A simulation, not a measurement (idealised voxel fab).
process module | voxel air gaps
Section shown: cut. Width: 235 nm. Cell size: 5 nm, square.
This document writes a cross-section as a grid whose cells are square, and gives it as bands, listed from the top down; one or more rows of cells form a band. What a band's entry tells you: where the top is and where the bottom is, as heights in nm, and after that what lies inside, material by material from left to right, each with its width in nm. Empty space is written as the word "empty", and a single material marked with the word "throughout" occupies the band from edge to edge. Height is counted from the level 0, under which the received wafer is composed throughout of one material. The lowest of the bands is not closed at the bottom but continues downward, in the notation "0 down". Width: "30->40" (first number = top row, second number = bottom row, same change from row to row of cells). Basically "stayed the same" means that step didn't change any cell in the cross-section. For the entry "Closed void entries", the listed items are empty spaces with no open way to the top whose size is 8 cells or more; each item follows the pattern width x height at distance, where distance is from the left edge and all three are in nm. Note: text after step settings on the step line = simulator remark on that step. overlay nm: for a step with a mask, the amount by which the mask lay right of where it was planned; a negative amount means left of it.
# Here's what the planned process steps look like
1 RECEIVE [material Si]
2 CONFORMAL_DEP [material SiO2] [thk nm 15]
3 CONFORMAL_DEP [material SiCN] [thk nm 5]
4 DIRECTIONAL_DEP [material lowk] [thk nm 30]
5 PATTERN [tone open] [mask id LINES] [material resist] [width nm 20] [pitch nm 50] [thk nm 15] [overlay nm 0]
6 DIRECTIONAL_ETCH [etch materials lowk] [depth nm 30]
7 STRIP [etch materials resist]
8 CONFORMAL_DEP [material TiN] [thk nm 5]
9 FILL_DEP [material W] [thk nm 5]
10 CMP [height nm 50]
11 EPI [material Ru] [thk nm 10]
12 SELECTIVE_ETCH [etch materials lowk] [depth nm 40]
13 CONFORMAL_DEP [material SiCN] [thk nm 5]
# Here's what the wafer looked like in cross-section when it arrived - that's after step 1
* 0 down = Si throughout
* Closed void entries: none
# First of two wafers at the end of the module, shown in cross-section; run carried out as planned
* 65 to 60 = empty (40), then SiCN (150), then empty (45)
* 60 to 50 = empty (40), then SiCN (5), then Ru (40), then SiCN (10), then Ru (40), then SiCN (10), then Ru (40), then SiCN (5), then empty (45)
* 50 to 45 = empty (40), then SiCN (15), then TiN (5), then W (10), then TiN (5), then SiCN (30), then TiN (5), then W (10), then TiN (5), then SiCN (30), then TiN (5), then W (10), then TiN (5), then SiCN (15), then empty (45)
* 45 to 25 = empty (50), then SiCN (5), then TiN (5), then W (10), then TiN (5), then SiCN (5), then empty (20), then SiCN (5), then TiN (5), then W (10), then TiN (5), then SiCN (5), then empty (20), then SiCN (5), then TiN (5), then W (10), then TiN (5), then SiCN (5), then empty (55)
* 25 to 20 = SiCN (55), then TiN (20), then SiCN (30), then TiN (20), then SiCN (30), then TiN (20), then SiCN (60)
* 20 to 15 = SiCN throughout
* 15 to 0 = SiO2 throughout
* 0 down = Si throughout
* Closed void entries: 20 x 20 at 80; 20 x 20 at 130
# Now the second wafer, cross-sectioned at the end of the module. Nothing different at the start, nothing different in the plan compared with the first, just one mistake when it was actually run
* 65 to 60 = empty (40), then SiCN (150), then empty (45)
* 60 to 50 = empty (40), then SiCN (5), then Ru (40), then SiCN (10), then Ru (40), then SiCN (10), then Ru (40), then SiCN (5), then empty (45)
* 50 to 45 = empty (40), then SiCN (15), then TiN (5), then SiCN (10), then TiN (5), then SiCN (30), then TiN (5), then SiCN (10), then TiN (5), then SiCN (30), then TiN (5), then SiCN (10), then TiN (5), then SiCN (15), then empty (45)
* 45 to 25 = empty (50), then SiCN (5), then TiN (5), then SiCN (10), then TiN (5), then SiCN (5), then empty (20), then SiCN (5), then TiN (5), then SiCN (10), then TiN (5), then SiCN (5), then empty (20), then SiCN (5), then TiN (5), then SiCN (10), then TiN (5), then SiCN (5), then empty (55)
* 25 to 20 = SiCN (55), then TiN (20), then SiCN (30), then TiN (20), then SiCN (30), then TiN (20), then SiCN (60)
* 20 to 15 = SiCN throughout
* 15 to 0 = SiO2 throughout
* 0 down = Si throughout
* Closed void entries: 20 x 20 at 80; 20 x 20 at 130
Deviation from plan: step 9 went in with a setting other than planned; the actual run was FILL_DEP [material SiCN] [thk nm 5]
The final cell counts differ between the wafers, with the second having more or fewer of some materials than the first: 30 more of SiCN, 30 fewer of W
